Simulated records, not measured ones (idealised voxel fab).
The process module presented herein is designated voxel double patterning.
Xsec cut, 175 nm wide, square cell size 5 nm.
Cross-section format: a grid of square cells, given as bands from top to bottom; each band is one or more rows of cells.
Per band: top height and bottom height in nm, followed by the left-to-right materials and their widths in nm; "edge to edge" marks a single material spanning edge to edge, "blank" marks empty space.
It should be noted that heights are counted from 0, beneath which the wafer as supplied is of one material throughout, and that the lowest band possesses no lower boundary but continues downward, as written in "0 and below".
When a width is written as two numbers, as in "30 to 40", the first number is the width in the top row of cells of the band and the second is the width in its bottom row, and the width changes by the same amount from each row to the next.
For the purposes of this document, the phrase "no modification" attached to a step denotes that no cell within the cross-section was modified by that step.
What "Closed void listing" gives you is every empty space of 8 cells or more that is cut off from the top. Each appears as width x height at distance, with the distance taken from the left edge and width, height and distance all in nm.
The remark found on a step's line after its settings is issued by the simulator itself and pertains to that step.
Each step line may optionally specify "overlay nm", which for a step with a mask gives the rightward distance between the mask's planned place and where it lay, a negative value indicating the leftward direction.
-- Here's what the planned process steps look like
1) op RECEIVE | material Si
2) op CONFORMAL_DEP | material SiN | thk nm 10
3) op DIRECTIONAL_DEP | material SiO2 | thk nm 20
4) op DIRECTIONAL_DEP | material SiCN | thk nm 10
5) op MASKED_ETCH | tone open | mask id FIRST | width nm 15 | pitch nm 50 | etch materials SiCN | depth nm 10 | overlay nm 0
6) op DIRECTIONAL_DEP | material aC | thk nm 15
7) op PATTERN | tone open | mask id SECOND | material resist | width nm 15 | thk nm 35 | overlay nm 0
8) op DIRECTIONAL_ETCH | etch materials aC | depth nm 15
9) op STRIP | etch materials resist
10) op DIRECTIONAL_ETCH | etch materials SiCN | depth nm 10
11) op STRIP | etch materials aC
12) op DIRECTIONAL_ETCH | etch materials SiO2 | depth nm 20
13) op STRIP | etch materials SiCN
-- Cross-section: wafer on arrival = after step 1
> 0 and below: Si edge to edge
> Closed void listing: none
-- The cross-section shown corresponds to the wafer at the conclusion of the module. The initial structure and the process plan are those presented above; however, one mistake occurred in executing the plan
> 30 down to 10: 55 of SiO2  15 of blank  5 of SiO2  25 of blank  5 of SiO2  15 of blank  55 of SiO2
> 10 down to 0: SiN edge to edge
> 0 and below: Si edge to edge
> Closed void listing: none
What was the processing mistake? step 7, actual vs plan mismatch, actual run op PATTERN | tone open | mask id SECOND | material resist | width nm 25 | thk nm 35 | overlay nm 0
